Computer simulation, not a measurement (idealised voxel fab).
process module | voxel transistor to metal
cross-section cut | 190 nm wide | cells 5 nm
A cross-section is a grid of square cells, given in bands from the top down. A band is one or more rows of cells.
Each band's line starts with the height of the band's top and of its bottom, in nm. Then come its materials from left to right, each with its width in nm. One material with "throughout" fills the band from edge to edge. "air" is empty space.
Height 0 is the level under which the wafer as received is all one material. The lowest band goes on downwards, as in "0 down".
A width such as "30 to 40" changes by the same amount from each row of cells to the next, from the band's top row to its bottom row.
"no change" after a step means that no cell of the cross-section changed.
closed voids: empty space of 8 cells or more with no open way to the top, each as width x height at its distance from the left edge, in nm
after a step's settings: what the simulator itself notes on the step
overlay nm, on a step with a mask: how far to the right of its planned place the mask lay; to the left if negative
plan
1 op RECEIVE | material Si
2 op OXIDIZE | depth nm 5
3 op CONFORMAL_DEP | material SiN | thk nm 15
4 op PATTERN | tone cover | mask id ACTIVE | material resist | width nm 105 | thk nm 20 | overlay nm 0
5 op DIRECTIONAL_ETCH | etch materials SiN | depth nm 15
6 op DIRECTIONAL_ETCH | etch materials SiO2 | depth nm 5
7 op DIRECTIONAL_ETCH | etch materials Si | depth nm 30
8 op STRIP | etch materials resist
9 op FILL_DEP | material SiO2 | thk nm 10
10 op CMP | height nm 15
11 op SELECTIVE_ETCH | etch materials SiO2 | depth nm 5
12 op STRIP | etch materials SiN
13 op SELECTIVE_ETCH | etch materials SiO2 | depth nm 5
14 op OXIDIZE | depth nm 5
15 op DIRECTIONAL_DEP | material polySi | thk nm 30
16 op DIRECTIONAL_DEP | material SiCN | thk nm 15
17 op DIRECTIONAL_DEP | material aC | thk nm 10
18 op PATTERN | tone cover | mask id GATE | material resist | width nm 35 | thk nm 25 | overlay nm 0
19 op DIRECTIONAL_ETCH | etch materials aC | depth nm 10
20 op STRIP | etch materials resist
21 op DIRECTIONAL_ETCH | etch materials SiCN | depth nm 25
22 op DIRECTIONAL_ETCH | etch materials polySi | depth nm 40
23 op STRIP | etch materials aC
24 op CONFORMAL_DEP | material SiO2 | thk nm 5
25 op DIRECTIONAL_ETCH | etch materials SiO2 | depth nm 5
26 op CONFORMAL_DEP | material SiN | thk nm 10
27 op DIRECTIONAL_ETCH | etch materials SiN | depth nm 10
28 op DIRECTIONAL_ETCH | etch materials SiO2 | depth nm 5
29 op DIRECTIONAL_ETCH | etch materials Si | depth nm 10
30 op EPI | material pSi | thk nm 15
31 op FILL_DEP | material SiO2 | thk nm 10
32 op CMP | height nm 25
33 op STRIP | etch materials polySi
34 op SELECTIVE_ETCH | etch materials SiO2 | depth nm 5
35 op CONFORMAL_DEP | material HfO2 | thk nm 5
36 op CONFORMAL_DEP | material TiN | thk nm 5
37 op FILL_DEP | material W | thk nm 10
38 op CMP | height nm 20
39 op DIRECTIONAL_DEP | material SiO2 | thk nm 10
40 op MASKED_ETCH | tone open | mask id CONTACT | width nm 15 | pitch nm 80 | etch materials SiO2 | depth nm 25 | overlay nm 0
41 op CONFORMAL_DEP | material TiN | thk nm 5
42 op FILL_DEP | material Ru | thk nm 5
43 op CMP | height nm 30
44 op DIRECTIONAL_DEP | material TiN | thk nm 5
45 op DIRECTIONAL_DEP | material W | thk nm 15
46 op DIRECTIONAL_DEP | material aC | thk nm 10
47 op PATTERN | tone cover | mask id METAL_1 | material resist | width nm 15 | pitch nm 80 | thk nm 25 | overlay nm 0
48 op DIRECTIONAL_ETCH | etch materials aC | depth nm 10
49 op STRIP | etch materials resist
50 op DIRECTIONAL_ETCH | etch materials W | depth nm 15
51 op DIRECTIONAL_ETCH | etch materials TiN | depth nm 5
52 op STRIP | etch materials aC
53 op FILL_DEP | material lowk | thk nm 5
54 op CMP | height nm 50
55 op CONFORMAL_DEP | material SiCN | thk nm 5
as received, after step 1
  0 down: Si throughout
  closed voids: none
a wafer at the end: this start, this plan, one mistake
  55 to 50: SiCN throughout
  50 to 35: TiN 45 | W 15 | TiN 65 | W 15 | TiN 50
  35 to 30: TiN throughout
  30 to 20: SiO2 45 | TiN 5 | Ru 5 | TiN 5 | SiO2 65 | TiN 5 | Ru 5 | TiN 5 | SiO2 50
  20 to 10: SiO2 45 | TiN 5 | Ru 5 | TiN 5 | SiN 10 | HfO2 5 | TiN 5 | W 25 | TiN 5 | HfO2 5 | SiN 10 | TiN 5 | Ru 5 | TiN 5 | SiO2 50
  10 to 5: SiO2 45 | TiN 15 | SiN 10 | HfO2 5 | TiN 5 | W 25 | TiN 5 | HfO2 5 | SiN 10 | TiN 15 | SiO2 50
  5 to 0: SiO2 40 | SiN 10 | pSi 10 | SiN 10 | HfO2 5 | TiN 5 | W 25 | TiN 5 | HfO2 5 | SiN 10 | pSi 10 | SiN 10 | SiO2 45
  0 to -5: SiO2 40 | SiN 10 | pSi 10 | SiN 10 | HfO2 5 | TiN 35 | HfO2 5 | SiN 10 | pSi 10 | SiN 10 | SiO2 45
  -5 to -10: SiO2 50 | pSi 10 | SiO2 10 | HfO2 45 | SiO2 10 | pSi 10 | SiO2 55
  -10 to -20: SiO2 40 | Si 10 | pSi 10 | Si 65 | pSi 10 | Si 10 | SiO2 45
  -20 to -35: SiO2 40 | Si 105 | SiO2 45
  -35 down: Si throughout
  closed voids: none
what went wrong: step 53 ran as: op FILL_DEP | material TiN | thk nm 5
